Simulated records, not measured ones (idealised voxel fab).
The document below concerns the process module designated voxel wiring stack.
We display cut, a cross-section 205 nm in width whose square cells are each 5 nm.
We lay out every cross-section as a grid of square cells and spell it out in bands from the top down, where one band means one or more rows of cells.
Basically the band line says how high the top is and how high the bottom is, in nm, and then what's in it from left to right, every material with its width in nm. Empty space shows up as "blank", and if a single material carries "everywhere" it runs the full band edge to edge.
A quick word on heights: they are counted from 0, and under that level the wafer as it came to us is one material throughout. The lowest band is different from the rest in having no bottom; it simply continues downward, written as in "0 -> down".
Graded width ("30 to 40"): value in top row of band = first number; value in bottom row = second number; row-to-row change constant.
A step reported as "all unchanged" is a step in which no cell of the cross-section changed.
You'll see "Enclosed voids" listing empty spaces that have no way open to the top, as long as they're 8 cells or more; the notation is width x height at distance, where the distance is from the left edge, and all of it is in nm.
Read whatever lies past the settings on a step's line as the simulator's own remark about the step.
"overlay nm" on a masked step: distance the mask lay right of its planned place, negative for left.
Planned process steps
1: RECEIVE: material Si
2: CONFORMAL_DEP: material SiO2, thk nm 10
3: DIRECTIONAL_DEP: material TiN, thk nm 5
4: DIRECTIONAL_DEP: material Ru, thk nm 15
5: MASKED_ETCH: tone cover, mask id METAL_1, width nm 25, pitch nm 45, etch materials Ru, depth nm 15, overlay nm 0
6: MASKED_ETCH: tone cover, mask id METAL_1, width nm 25, pitch nm 45, etch materials TiN, depth nm 5, overlay nm 0
7: FILL_DEP: material lowk, thk nm 5
8: CMP: height nm 30
9: CONFORMAL_DEP: material SiCN, thk nm 5
10: DIRECTIONAL_DEP: material lowk, thk nm 35
11: DIRECTIONAL_DEP: material aC, thk nm 15
12: PATTERN: tone open, mask id METAL_2_HOLES, material resist, width nm 15, pitch nm 45, thk nm 30, overlay nm 0
13: DIRECTIONAL_ETCH: etch materials aC, depth nm 15
14: STRIP: etch materials resist
15: DIRECTIONAL_ETCH: etch materials lowk, depth nm 35
16: STRIP: etch materials aC
17: PATTERN: tone open, mask id METAL_2, material resist, width nm 25, pitch nm 45, thk nm 20, overlay nm 0
18: DIRECTIONAL_ETCH: etch materials lowk, depth nm 20
19: DIRECTIONAL_ETCH: etch materials SiCN, depth nm 5
20: STRIP: etch materials resist
21: CONFORMAL_DEP: material TiN, thk nm 5
22: FILL_DEP: material Cu, thk nm 5
23: CMP: height nm 70
24: CONFORMAL_DEP: material SiCN, thk nm 5
25: DIRECTIONAL_DEP: material lowk, thk nm 20
26: PATTERN: tone open, mask id PLUG_2, material resist, width nm 15, pitch nm 90, thk nm 15, overlay nm 0
27: DIRECTIONAL_ETCH: etch materials lowk, depth nm 20
28: DIRECTIONAL_ETCH: etch materials SiCN, depth nm 5
29: STRIP: etch materials resist
30: CONFORMAL_DEP: material TiN, thk nm 5
31: FILL_DEP: material W, thk nm 10
32: CMP: height nm 95
33: DIRECTIONAL_DEP: material TiN, thk nm 5
34: DIRECTIONAL_DEP: material W, thk nm 15
35: MASKED_ETCH: tone cover, mask id METAL_3, width nm 25, pitch nm 45, etch materials W, depth nm 15, overlay nm 0
36: MASKED_ETCH: tone cover, mask id METAL_3, width nm 25, pitch nm 45, etch materials TiN, depth nm 5, overlay nm 0
37: CONFORMAL_DEP: material SiN, thk nm 5
38: FILL_DEP: material SiO2, thk nm 5
39: CMP: height nm 115
40: CONFORMAL_DEP: material SiCN, thk nm 5
As received (post step 1): cross-section
    0 -> down | Si everywhere
    Enclosed voids: none
Run as planned - first of the two wafers cross-sectioned at the end of the module
    120 -> 115 | SiCN everywhere
    115 -> 100 | SiO2 (15); SiN (5); W (25); SiN (5); SiO2 (10); SiN (5); W (25); SiN (5); SiO2 (10); SiN (5); W (25); SiN (5); SiO2 (10); SiN (5); W (25); SiN (5); SiO2 (20)
    100 -> 95 | SiN (20); TiN (25); SiN (20); TiN (25); SiN (20); TiN (25); SiN (20); TiN (25); SiN (25)
    95 -> 75 | lowk (20); TiN (5); W (5); TiN (5); lowk (75); TiN (5); W (5); TiN (5); lowk (80)
    75 -> 70 | SiCN (20); TiN (15); SiCN (75); TiN (15); SiCN (80)
    70 -> 55 | lowk (20); TiN (5); Cu (15); TiN (5); lowk (20); TiN (5); Cu (15); TiN (5); lowk (20); TiN (5); Cu (15); TiN (5); lowk (20); TiN (5); Cu (15); TiN (5); lowk (25)
    55 -> 50 | lowk (20); TiN (5); Cu (5); TiN (15); lowk (20); TiN (5); Cu (5); TiN (15); lowk (20); TiN (5); Cu (5); TiN (15); lowk (20); TiN (5); Cu (5); TiN (15); lowk (25)
    50 -> 35 | lowk (20); TiN (5); Cu (5); TiN (5); lowk (30); TiN (5); Cu (5); TiN (5); lowk (30); TiN (5); Cu (5); TiN (5); lowk (30); TiN (5); Cu (5); TiN (5); lowk (35)
    35 -> 30 | SiCN (20); TiN (15); SiCN (30); TiN (15); SiCN (30); TiN (15); SiCN (30); TiN (15); SiCN (35)
    30 -> 15 | lowk (20); Ru (25); lowk (20); Ru (25); lowk (20); Ru (25); lowk (20); Ru (25); lowk (25)
    15 -> 10 | lowk (20); TiN (25); lowk (20); TiN (25); lowk (20); TiN (25); lowk (20); TiN (25); lowk (25)
    10 -> 0 | SiO2 everywhere
    0 -> down | Si everywhere
    Enclosed voids: none
Here is the second of the two wafers cut open at the end of the module - same start, same plan as the first one, but we made one mistake running it
    120 -> 115 | SiCN everywhere
    115 -> 100 | SiO2 (15); SiN (5); W (25); SiN (5); SiO2 (10); SiN (5); W (25); SiN (5); SiO2 (10); SiN (5); W (25); SiN (5); SiO2 (10); SiN (5); W (25); SiN (5); SiO2 (20)
    100 -> 95 | SiN (20); TiN (25); SiN (20); TiN (25); SiN (20); TiN (25); SiN (20); TiN (25); SiN (25)
    95 -> 75 | lowk (20); TiN (5); W (5); TiN (5); lowk (75); TiN (5); W (5); TiN (5); lowk (80)
    75 -> 70 | SiCN (20); TiN (15); SiCN (75); TiN (15); SiCN (80)
    70 -> 65 | SiCN (20); TiN (25); SiCN (20); TiN (25); SiCN (20); TiN (25); SiCN (20); TiN (25); SiCN (25)
    65 -> 30 | lowk everywhere
    30 -> 15 | lowk (20); Ru (25); lowk (20); Ru (25); lowk (20); Ru (25); lowk (20); Ru (25); lowk (25)
    15 -> 10 | lowk (20); TiN (25); lowk (20); TiN (25); lowk (20); TiN (25); lowk (20); TiN (25); lowk (25)
    10 -> 0 | SiO2 everywhere
    0 -> down | Si everywhere
    Enclosed voids: none
What broke from the plan during processing? steps 9 and 10 of the plan were run in the wrong order, each in the other's place
at the end the second wafer has, in cells: Cu: 52 fewer; SiCN: 8 fewer; TiN: 56 fewer; lowk: 116 more
